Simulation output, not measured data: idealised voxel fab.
You're looking at the process module voxel quadruple lines.
Shown is cross-section cut, with a width of 260 nm and square cells of size 5 nm.
Bands, listed from the top down, are how a cross-section gets written in this document; the cross-section itself is a grid of square cells, and a band is one or more rows of them.
Per band: top height and bottom height in nm, followed by the left-to-right materials and their widths in nm; "full width" marks a single material spanning edge to edge, "empty" marks empty space.
The reference from which all heights are counted is 0, the level beneath which the as-received wafer is entirely one material; the lowest band, having no lower bound, proceeds downward and is written after the example "0 nm and below".
Width spec "30 to 40" -> top row of cells at first value, bottom row at second value, equal per-row change in between.
Reading "remained unchanged" for a step: not a cell of the cross-section changed in it.
The entry titled "Voids, sealed" provides the empty spaces that have no open way to the top, restricted to those of 8 cells or more. Each is presented as width x height at distance, the distance being measured from the left edge, with all three in nm.
It should be noted that, on the line of a given step, the content following the step's settings is a remark produced by the simulator itself with respect to that step.
You can add "overlay nm" to a step's line. For a step with a mask, it describes how far the mask lay to the right of its planned position, and a negative number describes a lay to the left.
-- Intended process steps
1,RECEIVE | material Si
2,CONFORMAL_DEP | material Al2O3 | thk nm 5
3,DIRECTIONAL_DEP | material W | thk nm 15
4,DIRECTIONAL_DEP | material polySi | thk nm 20
5,DIRECTIONAL_DEP | material aC | thk nm 20
6,PATTERN | tone cover | mask id MANDREL | material resist | width nm 20 | thk nm 30 | overlay nm 0
7,DIRECTIONAL_ETCH | etch materials aC | depth nm 20
8,STRIP | etch materials resist
9,CONFORMAL_DEP | material SiO2 | thk nm 10
10,DIRECTIONAL_ETCH | etch materials SiO2 | depth nm 10
11,STRIP | etch materials aC
12,DIRECTIONAL_ETCH | etch materials polySi | depth nm 20
13,STRIP | etch materials SiO2
14,CONFORMAL_DEP | material SiCN | thk nm 5
15,DIRECTIONAL_ETCH | etch materials SiCN | depth nm 5
16,STRIP | etch materials polySi
17,DIRECTIONAL_ETCH | etch materials W | depth nm 15
18,STRIP | etch materials SiCN
-- Step 1 complete: cross-section of the wafer as received
> 0 nm and below: Si full width
> Voids, sealed: none
-- Cross-section: first of two wafers, module finished, run according to plan
> 20 nm to 5 nm: empty 105 / W 5 / empty 10 / W 5 / empty 10 / W 5 / empty 10 / W 5 / empty 105
> 5 nm to 0 nm: Al2O3 full width
> 0 nm and below: Si full width
> Voids, sealed: none
-- Cross-section, second wafer: same start as the first, same plan as the first, one mistake in running it; taken at the end of the module
> 60 nm to 40 nm: Al2O3 full width
> 40 nm to 20 nm: polySi full width
> 20 nm to 5 nm: W full width
> 5 nm to 0 nm: Al2O3 full width
> 0 nm and below: Si full width
> Voids, sealed: none
What was done differently from what was planned? step 5, actual vs plan mismatch, actual run DIRECTIONAL_DEP | material Al2O3 | thk nm 20
Wafer comparison, final, in cells, second relative to first, materials more or fewer: 208 more of Al2O3; 144 more of W; 208 more of polySi
